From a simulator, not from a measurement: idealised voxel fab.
process module | voxel released beams
cross-section cut | 145 nm wide | cells 5 nm
A cross-section is a grid of square cells, given in bands from the top down. A band is one or more rows of cells.
Each band's line starts with the height of the band's top and of its bottom, in nm. Then come its materials from left to right, each with its width in nm. One material with "throughout" fills the band from edge to edge. "air" is empty space.
Height 0 is the level under which the wafer as received is all one material. The lowest band goes on downwards, as in "0 down".
A width such as "30 to 40" changes by the same amount from each row of cells to the next, from the band's top row to its bottom row.
"no change" after a step means that no cell of the cross-section changed.
closed voids: empty space of 8 cells or more with no open way to the top, each as width x height at its distance from the left edge, in nm
after a step's settings: what the simulator itself notes on the step
overlay nm, on a step with a mask: how far to the right of its planned place the mask lay; to the left if negative
plan
1 op RECEIVE | material Si
2 op CONFORMAL_DEP | material Al2O3 | thk nm 10
3 op DIRECTIONAL_DEP | material SiO2 | thk nm 20
4 op DIRECTIONAL_DEP | material aC | thk nm 15
5 op PATTERN | tone open | mask id ANCHOR | material resist | width nm 25 | thk nm 30 | overlay nm 0
6 op DIRECTIONAL_ETCH | etch materials aC | depth nm 15
7 op STRIP | etch materials resist
8 op DIRECTIONAL_ETCH | etch materials SiO2 | depth nm 20
9 op STRIP | etch materials aC
10 op CONFORMAL_DEP | material SiN | thk nm 10
11 op PATTERN | tone cover | mask id BEAM | material resist | width nm 80 | thk nm 15 | overlay nm 0
12 op DIRECTIONAL_ETCH | etch materials SiN | depth nm 10
13 op STRIP | etch materials resist
14 op STRIP | etch materials SiO2
first wafer, as planned
as received, after step 1
  0 down: Si throughout
  closed voids: none
after step 2
  10 to 0: Al2O3 throughout
  below 0: unchanged
after step 3
  30 to 10: SiO2 throughout
  below 10: unchanged
after step 4
  45 to 30: aC throughout
  below 30: unchanged
after step 5
  75 to 45: resist 35 | air 25 | resist 85
  below 45: unchanged
after step 6
  60 to 45: resist 35 | air 25 | resist 85
  45 to 30: aC 35 | air 25 | aC 85
  below 30: unchanged
after step 7
  45 to 30: aC 35 | air 25 | aC 85
  below 30: unchanged
after step 8
  45 to 30: aC 35 | air 25 | aC 85
  30 to 10: SiO2 35 | air 25 | SiO2 85
  below 10: unchanged
after step 9
  30 to 10: SiO2 35 | air 25 | SiO2 85
  below 10: unchanged
after step 10
  40 to 30: SiN 45 | air 5 | SiN 95
  30 to 20: SiO2 35 | SiN 10 | air 5 | SiN 10 | SiO2 85
  20 to 10: SiO2 35 | SiN 25 | SiO2 85
  below 10: unchanged
after step 11
  55 to 40: air 30 | resist 80 | air 35
  40 to 30: SiN 45 | resist 5 | SiN 95
  30 to 20: SiO2 35 | SiN 10 | resist 5 | SiN 10 | SiO2 85
  below 20: unchanged
after step 12
  55 to 40: air 30 | resist 80 | air 35
  40 to 30: air 30 | SiN 15 | resist 5 | SiN 60 | air 35
  below 30: unchanged
after step 13
  40 to 30: air 30 | SiN 15 | air 5 | SiN 60 | air 35
  30 to 20: SiO2 35 | SiN 10 | air 5 | SiN 10 | SiO2 85
  below 20: unchanged
after step 14
  40 to 30: air 30 | SiN 15 | air 5 | SiN 60 | air 35
  30 to 20: air 35 | SiN 10 | air 5 | SiN 10 | air 85
  20 to 10: air 35 | SiN 25 | air 85
  below 10: unchanged
second wafer: like start, like plan, one mistake. Through step 9 it matches the first wafer
when step 10 should have ended
  35 to 30: SiN 40 | air 15 | SiN 90
  30 to 15: SiO2 35 | SiN 5 | air 15 | SiN 5 | SiO2 85
  15 to 10: SiO2 35 | SiN 25 | SiO2 85
  below 10: unchanged
when step 11 should have ended
  50 to 35: air 30 | resist 80 | air 35
  35 to 30: SiN 40 | resist 15 | SiN 90
  30 to 15: SiO2 35 | SiN 5 | resist 15 | SiN 5 | SiO2 85
  below 15: unchanged
when step 12 should have ended
  50 to 35: air 30 | resist 80 | air 35
  35 to 30: air 30 | SiN 10 | resist 15 | SiN 55 | air 35
  below 30: unchanged
when step 13 should have ended
  35 to 30: air 30 | SiN 10 | air 15 | SiN 55 | air 35
  30 to 15: SiO2 35 | SiN 5 | air 15 | SiN 5 | SiO2 85
  below 15: unchanged
when step 14 should have ended
  35 to 30: air 30 | SiN 10 | air 15 | SiN 55 | air 35
  30 to 15: air 35 | SiN 5 | air 15 | SiN 5 | air 85
  15 to 10: air 35 | SiN 25 | air 85
  below 10: unchanged
what went wrong: step 10 ran as: op CONFORMAL_DEP | material SiN | thk nm 5
at the end the second wafer has, in cells: 24 fewer of SiN
